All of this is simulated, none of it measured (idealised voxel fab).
Name of the process module below: voxel ribs on slabs
In the cross-section labelled cut, the width is 260 nm and each square cell is 5 nm.
For the purposes of this document, a cross-section shall be understood as a grid of square cells, specified as bands listed in top-to-bottom order, each band consisting of one or more rows of cells.
Each band's line starts with the height of the band's top and of its bottom, in nm. Then come its materials from left to right, each with its width in nm. One material with "throughout" fills the band from edge to edge. "blank" is empty space.
Ref level 0: as-received wafer is one material below here. Bottom band extends down with no lower bound ("top 0, no bottom").
The two numbers in a width such as "30..40" mark its ends across the band: the first belongs to the top row of cells, the second to the bottom row, and from each row to the next the width moves by the same amount.
Where the words "nothing got changed" appear for a step, the cross-section shows no cell changed by that step; every cell remained as before.
Under "Enclosed cavity list" you'll find the enclosed gaps, the ones with no way out to the top, that are 8 cells or bigger; each reads width x height at distance, with distance counted from the left edge, everything in nm.
On a step's line, text after the settings is the simulator commenting on that step.
overlay nm: where the mask lay relative to plan, measured to the right, on steps with a mask; negatives go left.
# Process steps (planned)
step 1: RECEIVE: material Si
step 2: DIRECTIONAL_DEP: material SiO2, thk nm 30
step 3: DIRECTIONAL_DEP: material SiN, thk nm 20
step 4: DIRECTIONAL_DEP: material aC, thk nm 10
step 5: PATTERN: tone cover, mask id RIB, material resist, width nm 20, thk nm 25, overlay nm 0
step 6: DIRECTIONAL_ETCH: etch materials aC, depth nm 10
step 7: STRIP: etch materials resist
step 8: DIRECTIONAL_ETCH: etch materials SiN, depth nm 5
step 9: STRIP: etch materials aC
step 10: PATTERN: tone cover, mask id SLAB, material resist, width nm 70, thk nm 15, overlay nm 0
step 11: DIRECTIONAL_ETCH: etch materials SiN, depth nm 15
step 12: STRIP: etch materials resist
step 13: FILL_DEP: material SiO2, thk nm 30
step 14: CMP: height nm 70
step 15: DIRECTIONAL_DEP: material TiN, thk nm 5
step 16: MASKED_ETCH: tone cover, mask id HEATER, width nm 30, etch materials TiN, depth nm 5, overlay nm 0
step 17: CONFORMAL_DEP: material SiO2, thk nm 5
It is noted that the wafers described herein are identical at the outset and are distinguished by the thk nm of step 17; the value stated in the plan corresponds to the first wafer.
# Cross-section: the first of several wafers in its as-received state, i.e. following step 1
- top 0, no bottom = Si throughout
- Enclosed cavity list: none
# first wafer at the end, after step 17
- top 80, bottom 75 = blank: 110, then SiO2: 40, then blank: 110
- top 75, bottom 70 = SiO2: 115, then TiN: 30, then SiO2: 115
- top 70, bottom 50 = SiO2 throughout
- top 50, bottom 45 = SiO2: 120, then SiN: 20, then SiO2: 120
- top 45, bottom 30 = SiO2: 95, then SiN: 70, then SiO2: 95
- top 30, bottom 0 = SiO2 throughout
- top 0, no bottom = Si throughout
- Enclosed cavity list: none
# Showing the last wafer in cross-section at the end of the module
- top 95, bottom 90 = blank: 95, then SiO2: 70, then blank: 95
- top 90, bottom 75 = SiO2 throughout
- top 75, bottom 70 = SiO2: 115, then TiN: 30, then SiO2: 115
- top 70, bottom 50 = SiO2 throughout
- top 50, bottom 45 = SiO2: 120, then SiN: 20, then SiO2: 120
- top 45, bottom 30 = SiO2: 95, then SiN: 70, then SiO2: 95
- top 30, bottom 0 = SiO2 throughout
- top 0, no bottom = Si throughout
- Enclosed cavity list: none
# Below: a row per wafer. Contents at end of module: for every material, cells gained since receipt (+) or lost since receipt (-); then closed voids
thk nm 5; +46 SiN; +736 SiO2; +6 TiN; Enclosed cavity list: none
thk nm 10; +46 SiN; +790 SiO2; +6 TiN; Enclosed cavity list: none
thk nm 15; +46 SiN; +844 SiO2; +6 TiN; Enclosed cavity list: none
thk nm 20; +46 SiN; +898 SiO2; +6 TiN; Enclosed cavity list: none
